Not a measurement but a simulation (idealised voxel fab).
process module | voxel self aligned vias
cross-section cut | 165 nm wide | cells 5 nm
A cross-section is a grid of square cells, given in bands from the top down. A band is one or more rows of cells.
Each band's line starts with the height of the band's top and of its bottom, in nm. Then come its materials from left to right, each with its width in nm. One material with "throughout" fills the band from edge to edge. "air" is empty space.
Height 0 is the level under which the wafer as received is all one material. The lowest band goes on downwards, as in "0 down".
A width such as "30 to 40" changes by the same amount from each row of cells to the next, from the band's top row to its bottom row.
"no change" after a step means that no cell of the cross-section changed.
closed voids: empty space of 8 cells or more with no open way to the top, each as width x height at its distance from the left edge, in nm
after a step's settings: what the simulator itself notes on the step
overlay nm, on a step with a mask: how far to the right of its planned place the mask lay; to the left if negative
plan
1 op RECEIVE | material Si
2 op CONFORMAL_DEP | material SiO2 | thk nm 15
3 op CONFORMAL_DEP | material SiCN | thk nm 5
4 op DIRECTIONAL_DEP | material lowk | thk nm 30
5 op PATTERN | tone open | mask id LINES | material resist | width nm 30 | pitch nm 80 | thk nm 20 | overlay nm 0
6 op DIRECTIONAL_ETCH | etch materials lowk | depth nm 30
7 op STRIP | etch materials resist
8 op CONFORMAL_DEP | material TiN | thk nm 5
9 op FILL_DEP | material W | thk nm 10
10 op CMP | height nm 50
11 op SELECTIVE_ETCH | etch materials W Ru TiN | depth nm 10
12 op FILL_DEP | material SiN | thk nm 5
13 op CMP | height nm 50
14 op DIRECTIONAL_DEP | material lowk | thk nm 20
15 op DIRECTIONAL_DEP | material aC | thk nm 10
16 op PATTERN | tone open | mask id VIAS | material resist | width nm 50 | pitch nm 80 | thk nm 30 | overlay nm 0
17 op DIRECTIONAL_ETCH | etch materials aC | depth nm 10
18 op STRIP | etch materials resist
19 op DIRECTIONAL_ETCH | etch materials lowk | depth nm 20
20 op DIRECTIONAL_ETCH | etch materials SiN | depth nm 10
21 op STRIP | etch materials aC
22 op CONFORMAL_DEP | material TiN | thk nm 5
23 op FILL_DEP | material W | thk nm 10
24 op CMP | height nm 70
25 op CONFORMAL_DEP | material SiCN | thk nm 5
as received, after step 1
  0 down: Si throughout
  closed voids: none
a wafer at the end: this start, this plan, one mistake
  75 to 70: SiCN throughout
  70 to 55: lowk 15 | TiN 5 | W 40 | TiN 5 | lowk 30 | TiN 5 | W 40 | TiN 5 | lowk 20
  55 to 45: lowk 15 to 25 | TiN 15 to 5 | W 20 | TiN 15 to 5 | lowk 30 to 50 | TiN 15 to 5 | W 20 | TiN 15 to 5 | lowk 20 to 30
  45 to 35: lowk 25 | TiN 30 | lowk 50 | TiN 30 | lowk 30
  35 to 30: SiCN throughout
  30 to 0: SiO2 throughout
  0 down: Si throughout
  closed voids: none
what went wrong: step 2 was run twice
